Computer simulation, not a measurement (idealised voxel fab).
You're looking at the process module voxel transistor to metal.
Xsec cut, 190 nm wide, square cell size 5 nm.
A cross-section is a grid of square cells, given in bands from the top down. A band is one or more rows of cells.
The entry gives the band's vertical extent as a top height and a bottom height in nm, then its horizontal make-up as materials from left to right, each with a width in nm. "blank" stands for empty space; a single material marked "throughout" fills the band edge to edge.
Where do heights start? At 0: under that level the wafer as delivered is made of one material only. And the lowest band has no floor; it just carries on downward, as in "0 -> down".
A width such as "30 to 40" changes by the same amount from each row of cells to the next, from the band's top row to its bottom row.
"same as before", as given for a step, is the statement that not any cell of the cross-section underwent a change during that step.
"Fully sealed cavities" enumerates empty spaces isolated from the top, with no open way to it, that contain at least 8 cells, giving each as width x height at distance from the left edge, all three in nm.
On each step's line, the part that comes after the settings is the simulator's own comment on the step.
"overlay nm" denotes, for a step that has a mask, the displacement of the mask to the right of its planned place, with negative values corresponding to the left.
Planned process steps
- 1: RECEIVE (material Si)
- 2: CONFORMAL_DEP (material SiO2; thk nm 5)
- 3: CONFORMAL_DEP (material SiN; thk nm 10)
- 4: DIRECTIONAL_DEP (material aC; thk nm 10)
- 5: PATTERN (tone cover; mask id ACTIVE; material resist; width nm 115; thk nm 25; overlay nm 0)
- 6: DIRECTIONAL_ETCH (etch materials aC; depth nm 10)
- 7: STRIP (etch materials resist)
- 8: DIRECTIONAL_ETCH (etch materials SiN; depth nm 10)
- 9: DIRECTIONAL_ETCH (etch materials SiO2; depth nm 5)
- 10: DIRECTIONAL_ETCH (etch materials Si; depth nm 35)
- 11: STRIP (etch materials aC)
- 12: FILL_DEP (material SiO2; thk nm 5)
- 13: CMP (height nm 15)
- 14: SELECTIVE_ETCH (etch materials SiO2; depth nm 10)
- 15: STRIP (etch materials SiN)
- 16: SELECTIVE_ETCH (etch materials SiO2; depth nm 5)
- 17: OXIDIZE (depth nm 5)
- 18: DIRECTIONAL_DEP (material polySi; thk nm 25)
- 19: DIRECTIONAL_DEP (material SiCN; thk nm 10)
- 20: MASKED_ETCH (tone cover; mask id GATE; width nm 25; etch materials SiCN; depth nm 20; overlay nm 0)
- 21: MASKED_ETCH (tone cover; mask id GATE; width nm 15; etch materials polySi; depth nm 35; overlay nm 0)
- 22: CONFORMAL_DEP (material SiN; thk nm 10)
- 23: DIRECTIONAL_ETCH (etch materials SiN; depth nm 10)
- 24: DIRECTIONAL_ETCH (etch materials SiO2; depth nm 5)
- 25: EPI (material nSi; thk nm 5)
- 26: FILL_DEP (material SiO2; thk nm 10)
- 27: CMP (height nm 25)
- 28: STRIP (etch materials polySi)
- 29: SELECTIVE_ETCH (etch materials SiO2; depth nm 5)
- 30: CONFORMAL_DEP (material HfO2; thk nm 5)
- 31: CONFORMAL_DEP (material TiN; thk nm 5)
- 32: FILL_DEP (material W; thk nm 5)
- 33: CMP (height nm 20)
- 34: DIRECTIONAL_DEP (material SiO2; thk nm 10)
- 35: PATTERN (tone open; mask id CONTACT; material resist; width nm 20; pitch nm 75; thk nm 20; overlay nm 0)
- 36: DIRECTIONAL_ETCH (etch materials SiO2; depth nm 30)
- 37: STRIP (etch materials resist)
- 38: CONFORMAL_DEP (material TiN; thk nm 5)
- 39: FILL_DEP (material W; thk nm 10)
- 40: CMP (height nm 30)
- 41: DIRECTIONAL_DEP (material TiN; thk nm 5)
- 42: DIRECTIONAL_DEP (material Ru; thk nm 15)
- 43: PATTERN (tone cover; mask id METAL_1; material resist; width nm 20; pitch nm 75; thk nm 15; overlay nm 0)
- 44: DIRECTIONAL_ETCH (etch materials Ru; depth nm 15)
- 45: DIRECTIONAL_ETCH (etch materials TiN; depth nm 5)
- 46: STRIP (etch materials resist)
- 47: CONFORMAL_DEP (material SiN; thk nm 5)
- 48: FILL_DEP (material lowk; thk nm 5)
- 49: CMP (height nm 50)
- 50: CONFORMAL_DEP (material SiN; thk nm 5)
The plan's step 21 width nm is the first wafer's value; the wafers differ in this setting and start identical.
As received, i.e. after step 1: cross-section through the first of several wafers
0 -> down | Si throughout
Fully sealed cavities: none
Take a look at the first of several wafers in cross-section: the module is done, and step 50 was its last step
55 -> 50 | SiN throughout
50 -> 35 | 40 nm lowk, 5 nm SiN, 20 nm Ru, 5 nm SiN, 45 nm lowk, 5 nm SiN, 20 nm Ru, 5 nm SiN, 45 nm lowk
35 -> 30 | 45 nm SiN, 20 nm TiN, 55 nm SiN, 20 nm TiN, 50 nm SiN
30 -> 20 | 45 nm SiO2, 5 nm TiN, 10 nm W, 5 nm TiN, 55 nm SiO2, 5 nm TiN, 10 nm W, 5 nm TiN, 50 nm SiO2
20 -> 5 | 45 nm SiO2, 5 nm TiN, 10 nm W, 5 nm TiN, 5 nm SiO2, 10 nm SiN, 5 nm HfO2, 5 nm TiN, 5 nm W, 5 nm TiN, 5 nm HfO2, 10 nm SiN, 5 nm SiO2, 5 nm TiN, 10 nm W, 5 nm TiN, 50 nm SiO2
5 -> 0 | 45 nm SiO2, 20 nm TiN, 5 nm SiO2, 10 nm SiN, 5 nm HfO2, 15 nm TiN, 5 nm HfO2, 10 nm SiN, 5 nm SiO2, 20 nm TiN, 50 nm SiO2
0 -> -5 | 30 nm SiO2, 40 nm nSi, 5 nm SiO2, 35 nm HfO2, 5 nm SiO2, 40 nm nSi, 35 nm SiO2
-5 -> -35 | 35 nm SiO2, 115 nm Si, 40 nm SiO2
-35 -> down | Si throughout
Fully sealed cavities: none
Last wafer of the set, cross-sectioned at end of module
55 -> 50 | SiN throughout
50 -> 35 | 40 nm lowk, 5 nm SiN, 20 nm Ru, 5 nm SiN, 45 nm lowk, 5 nm SiN, 20 nm Ru, 5 nm SiN, 45 nm lowk
35 -> 30 | 45 nm SiN, 20 nm TiN, 55 nm SiN, 20 nm TiN, 50 nm SiN
30 -> 20 | 45 nm SiO2, 5 nm TiN, 10 nm W, 5 nm TiN, 55 nm SiO2, 5 to 10 nm TiN, 10 to 5 nm W, 5 nm TiN, 50 nm SiO2
20 -> 5 | 45 nm SiO2, 5 nm TiN, 10 nm W, 5 nm TiN, 10 nm SiN, 5 nm HfO2, 5 nm TiN, 20 nm W, 5 nm TiN, 5 nm HfO2, 10 nm SiN, 5 nm TiN, 5 nm W, 5 nm TiN, 50 nm SiO2
5 -> 0 | 45 nm SiO2, 20 nm TiN, 10 nm SiN, 5 nm HfO2, 30 nm TiN, 5 nm HfO2, 10 nm SiN, 15 nm TiN, 50 nm SiO2
0 -> -5 | 30 nm SiO2, 35 nm nSi, 5 nm SiO2, 50 nm HfO2, 5 nm SiO2, 30 nm nSi, 35 nm SiO2
-5 -> -35 | 35 nm SiO2, 115 nm Si, 40 nm SiO2
-35 -> down | Si throughout
Fully sealed cavities: none
Per-wafer rows below. For each material: cells gained (+) or lost (-) since the wafer was received, as of end of module. Then: closed voids
width nm 15 | +15 HfO2 | +24 Ru | -128 Si | +96 SiN | +249 SiO2 | +45 TiN | +23 W | +78 lowk | +16 nSi | Fully sealed cavities: none
width nm 20 | +15 HfO2 | +24 Ru | -128 Si | +96 SiN | +249 SiO2 | +45 TiN | +23 W | +78 lowk | +16 nSi | Fully sealed cavities: none
width nm 25 | +15 HfO2 | +24 Ru | -128 Si | +96 SiN | +249 SiO2 | +45 TiN | +23 W | +78 lowk | +16 nSi | Fully sealed cavities: none
width nm 30 | +16 HfO2 | +24 Ru | -128 Si | +96 SiN | +245 SiO2 | +46 TiN | +26 W | +78 lowk | +15 nSi | Fully sealed cavities: none
width nm 35 | +17 HfO2 | +24 Ru | -128 Si | +96 SiN | +241 SiO2 | +47 TiN | +29 W | +78 lowk | +14 nSi | Fully sealed cavities: none
width nm 40 | +18 HfO2 | +24 Ru | -128 Si | +96 SiN | +241 SiO2 | +48 TiN | +28 W | +78 lowk | +13 nSi | Fully sealed cavities: none
